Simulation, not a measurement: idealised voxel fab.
A process module follows: voxel self aligned contacts.
This is section cut - it's 205 nm across, gridded in 5 nm square cells.
For the purposes of this document, a cross-section shall be understood as a grid of square cells, specified as bands listed in top-to-bottom order, each band consisting of one or more rows of cells.
Read a band's entry like this: the first values are the height of its top and the height of its bottom in nm, and what follows is the sequence of materials from left to right, each with its width in nm. Note that "air" is empty space, and that a single material marked "full width" reaches across the band from edge to edge.
Beneath 0, the wafer as received is one material, and that level is where height counting begins. The lowest band goes on downward without a bottom; it is written like "0..down".
A two-number width, for instance "30->40", indicates that the width is equal to the first number in the top row of the band and to the second number in the bottom row, and that it changes by a constant amount per row of cells.
A step reported as "no alterations made" is a step in which no cell of the cross-section changed.
Fully sealed cavities: empty space of 8 cells or more with no open way to the top, each as width x height at its distance from the left edge, in nm
Note: text after step settings on the step line = simulator remark on that step.
Each step line may optionally specify "overlay nm", which for a step with a mask gives the rightward distance between the mask's planned place and where it lay, a negative value indicating the leftward direction.

### Steps planned for the process
1. RECEIVE [material Si]
2. OXIDIZE [depth nm 5]
3. DIRECTIONAL_DEP [material polySi] [thk nm 30]
4. DIRECTIONAL_DEP [material SiN] [thk nm 20]
5. PATTERN [tone cover] [mask id GATE] [material resist] [width nm 35] [pitch nm 65] [thk nm 20] [overlay nm 0]
6. DIRECTIONAL_ETCH [etch materials SiN] [depth nm 20]
7. DIRECTIONAL_ETCH [etch materials polySi] [depth nm 30]
8. STRIP [etch materials resist]
9. CONFORMAL_DEP [material SiN] [thk nm 5]
10. DIRECTIONAL_ETCH [etch materials SiN] [depth nm 5]
11. FILL_DEP [material SiO2] [thk nm 15]
12. CMP [height nm 55]
13. MASKED_ETCH [tone open] [mask id CONTACT] [width nm 50] [pitch nm 65] [etch materials SiO2] [depth nm 60] [overlay nm 0]
14. CONFORMAL_DEP [material TiN] [thk nm 5]
15. FILL_DEP [material W] [thk nm 5]
16. CMP [height nm 55]
17. CONFORMAL_DEP [material SiCN] [thk nm 5]

### Cross-section of the wafer upon arrival, representing the state reached after step 1
	0..down: Si full width
	Fully sealed cavities: none

### As-planned run: cross-section of the first of two wafers at end of module
	60..55: SiCN full width
	55..50: SiO2 (45), then TiN (20), then W (10), then TiN (20), then SiO2 (15), then TiN (20), then W (10), then TiN (20), then SiO2 (45)
	50..30: SiO2 (15), then SiN (45), then TiN (5), then W (10), then TiN (5), then SiN (45), then TiN (5), then W (10), then TiN (5), then SiN (45), then SiO2 (15)
	30..0: SiO2 (15), then SiN (5), then polySi (35), then SiN (5), then TiN (5), then W (10), then TiN (5), then SiN (5), then polySi (35), then SiN (5), then TiN (5), then W (10), then TiN (5), then SiN (5), then polySi (35), then SiN (5), then SiO2 (15)
	0..-5: SiO2 (60), then TiN (20), then SiO2 (45), then TiN (20), then SiO2 (60)
	-5..down: Si full width
	Fully sealed cavities: none

### Cross-section, wafer two of two, end of module: same start and plan as wafer one, one error in execution
	60..55: SiCN full width
	55..50: SiO2 (40), then TiN (25), then W (10), then TiN (15), then SiO2 (15), then TiN (25), then W (10), then TiN (15), then SiO2 (50)
	50..30: SiO2 (15), then SiN (45), then TiN (5), then W (10), then TiN (5), then SiN (45), then TiN (5), then W (10), then TiN (5), then SiN (45), then SiO2 (15)
	30..0: SiO2 (15), then SiN (5), then polySi (35), then SiN (5), then TiN (5), then W (10), then TiN (5), then SiN (5), then polySi (35), then SiN (5), then TiN (5), then W (10), then TiN (5), then SiN (5), then polySi (35), then SiN (5), then SiO2 (15)
	0..-5: SiO2 (60), then TiN (20), then SiO2 (45), then TiN (20), then SiO2 (60)
	-5..down: Si full width
	Fully sealed cavities: none
Heads up, the wafer didn't run the way we planned it: in deviation from the planned setting, step 13 was conducted as MASKED_ETCH [tone open] [mask id CONTACT] [width nm 50] [pitch nm 65] [etch materials SiO2] [depth nm 60] [overlay nm -5]
The two final wafers agree on how many cells each material fills and disagree on which cells those are.
